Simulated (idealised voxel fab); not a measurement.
process module | voxel capacitor over wiring
cross-section cut | 155 nm wide | cells 5 nm
A cross-section is a grid of square cells, given in bands from the top down. A band is one or more rows of cells.
Each band's line starts with the height of the band's top and of its bottom, in nm. Then come its materials from left to right, each with its width in nm. One material with "throughout" fills the band from edge to edge. "air" is empty space.
Height 0 is the level under which the wafer as received is all one material. The lowest band goes on downwards, as in "0 down".
A width such as "30 to 40" changes by the same amount from each row of cells to the next, from the band's top row to its bottom row.
"no change" after a step means that no cell of the cross-section changed.
closed voids: empty space of 8 cells or more with no open way to the top, each as width x height at its distance from the left edge, in nm
after a step's settings: what the simulator itself notes on the step
overlay nm, on a step with a mask: how far to the right of its planned place the mask lay; to the left if negative
plan
1 op RECEIVE | material Si
2 op CONFORMAL_DEP | material SiO2 | thk nm 10
3 op DIRECTIONAL_DEP | material TiN | thk nm 5
4 op DIRECTIONAL_DEP | material Ru | thk nm 25
5 op MASKED_ETCH | tone cover | mask id METAL_1 | width nm 30 | pitch nm 85 | etch materials Ru | depth nm 25 | overlay nm 0
6 op MASKED_ETCH | tone cover | mask id METAL_1 | width nm 30 | pitch nm 85 | etch materials TiN | depth nm 5 | overlay nm 0
7 op CONFORMAL_DEP | material SiN | thk nm 5
8 op FILL_DEP | material lowk | thk nm 5
9 op CMP | height nm 40
10 op CONFORMAL_DEP | material SiCN | thk nm 5
11 op DIRECTIONAL_DEP | material SiO2 | thk nm 20
12 op PATTERN | tone open | mask id PLUG_1 | material resist | width nm 15 | thk nm 20 | overlay nm 0
13 op DIRECTIONAL_ETCH | etch materials SiO2 | depth nm 20
14 op DIRECTIONAL_ETCH | etch materials SiCN | depth nm 5
15 op STRIP | etch materials resist
16 op EPI | material Ru | thk nm 10
17 op EPI | material Ru | thk nm 10
18 op EPI | material Ru | thk nm 5
19 op DIRECTIONAL_DEP | material TiN | thk nm 10
20 op DIRECTIONAL_DEP | material Al2O3 | thk nm 5
21 op DIRECTIONAL_DEP | material TiN | thk nm 10
22 op MASKED_ETCH | tone cover | mask id UPPER_PLATE | width nm 60 | etch materials TiN | depth nm 10 | overlay nm -15
23 op MASKED_ETCH | tone cover | mask id UPPER_PLATE | width nm 60 | etch materials Al2O3 | depth nm 5 | overlay nm 0
24 op MASKED_ETCH | tone cover | mask id LOWER_PLATE | width nm 70 | etch materials TiN | depth nm 10 | overlay nm 0
25 op FILL_DEP | material SiO2 | thk nm 15
26 op CMP | height nm 100
27 op MASKED_ETCH | tone open | mask id PLUG_2 | width nm 15 | etch materials SiO2 | depth nm 10 | overlay nm 0
28 op CONFORMAL_DEP | material TiN | thk nm 5
29 op FILL_DEP | material Cu | thk nm 10
30 op CMP | height nm 100
31 op CONFORMAL_DEP | material SiCN | thk nm 5
varied across the wafers: overlay nm of step 22. The plan shows the first wafer's value. All wafers start alike
first wafer as received, after step 1
  0 down: Si throughout
  closed voids: none
each wafer at the end: cells of each material gained (+) or lost (-) since it was received, then its closed voids
overlay nm -15 | +15 Al2O3 | +1 Cu | +75 Ru | +59 SiCN | +39 SiN | +318 SiO2 | +69 TiN | +75 lowk | closed voids: none
overlay nm -10 | +14 Al2O3 | +1 Cu | +75 Ru | +59 SiCN | +39 SiN | +319 SiO2 | +69 TiN | +75 lowk | closed voids: none
overlay nm -5 | +13 Al2O3 | +1 Cu | +75 Ru | +59 SiCN | +39 SiN | +320 SiO2 | +69 TiN | +75 lowk | closed voids: none
overlay nm 0 | +12 Al2O3 | +1 Cu | +75 Ru | +59 SiCN | +39 SiN | +321 SiO2 | +69 TiN | +75 lowk | closed voids: none
overlay nm 5 | +13 Al2O3 | +1 Cu | +75 Ru | +59 SiCN | +39 SiN | +320 SiO2 | +69 TiN | +75 lowk | closed voids: none
overlay nm 10 | +14 Al2O3 | +1 Cu | +75 Ru | +59 SiCN | +39 SiN | +319 SiO2 | +69 TiN | +75 lowk | closed voids: none
overlay nm 15 | +15 Al2O3 | +1 Cu | +75 Ru | +59 SiCN | +39 SiN | +318 SiO2 | +69 TiN | +75 lowk | closed voids: none
